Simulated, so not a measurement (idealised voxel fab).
The following is a process module called voxel released beams.
Section cut is 280 nm wide and gridded with 5 nm square cells.
A cross-section is written here as square cells arranged in a grid, and it is given in bands from the top down, each band taking up one or more rows of cells.
Band: top and bottom heights (nm) first, top before bottom; then materials from left to right, widths in nm. "edge to edge" marks a sole material filling the band edge to edge. "blank" denotes empty space.
For the purposes of this specification, 0 denotes the height below which the wafer in its as-received condition is composed wholly of one material, and the lowermost band, lacking a lower limit, extends downward without end, as expressed in "0 and below".
Think of "30 to 40" as a width that walks from the first number to the second as you go down the band, top row to bottom row, taking equal-sized steps from row to row.
Step note "nothing got changed" = no cross-section cell changed.
The entry "Closed internal voids" lists the empty spaces that cover at least 8 cells and have no open path to the top. Each is written as width x height at distance, where the distance is measured from the left edge and all three values are in nm.
Text after the settings on a step's line: the simulator's own remark on that step.
A step's line can hold "overlay nm"; with a mask on that step, the setting says how far right of the planned place the mask lay, while a negative setting says it lay to the left.

Process steps - plan:
1: RECEIVE, material Si
2: CONFORMAL_DEP, material Al2O3, thk nm 5
3: DIRECTIONAL_DEP, material SiO2, thk nm 10
4: DIRECTIONAL_DEP, material aC, thk nm 10
5: PATTERN, tone open, mask id ANCHOR, material resist, width nm 40, thk nm 25, overlay nm 0
6: DIRECTIONAL_ETCH, etch materials aC, depth nm 10
7: STRIP, etch materials resist
8: DIRECTIONAL_ETCH, etch materials SiO2, depth nm 10
9: STRIP, etch materials aC
10: CONFORMAL_DEP, material SiN, thk nm 15
11: MASKED_ETCH, tone cover, mask id BEAM, width nm 85, etch materials SiN, depth nm 15, overlay nm 0
12: STRIP, etch materials SiO2

Cross-section, incoming material, after step 1:
- 0 and below  Si edge to edge
- Closed internal voids: none

Cross-sectional result after module completion. Note: starting condition and plan are unchanged from above; one processing mistake was made:
- 40 down to 25  95 nm blank | 85 nm SiN | 100 nm blank
- 25 down to 15  SiN edge to edge
- 15 down to 5  100 nm SiO2 | 40 nm SiN | 140 nm SiO2
- 5 down to 0  Al2O3 edge to edge
- 0 and below  Si edge to edge
- Closed internal voids: none
Here's what went sideways: step 10 did not use the planned setting and instead ran as CONFORMAL_DEP, material SiN, thk nm 25
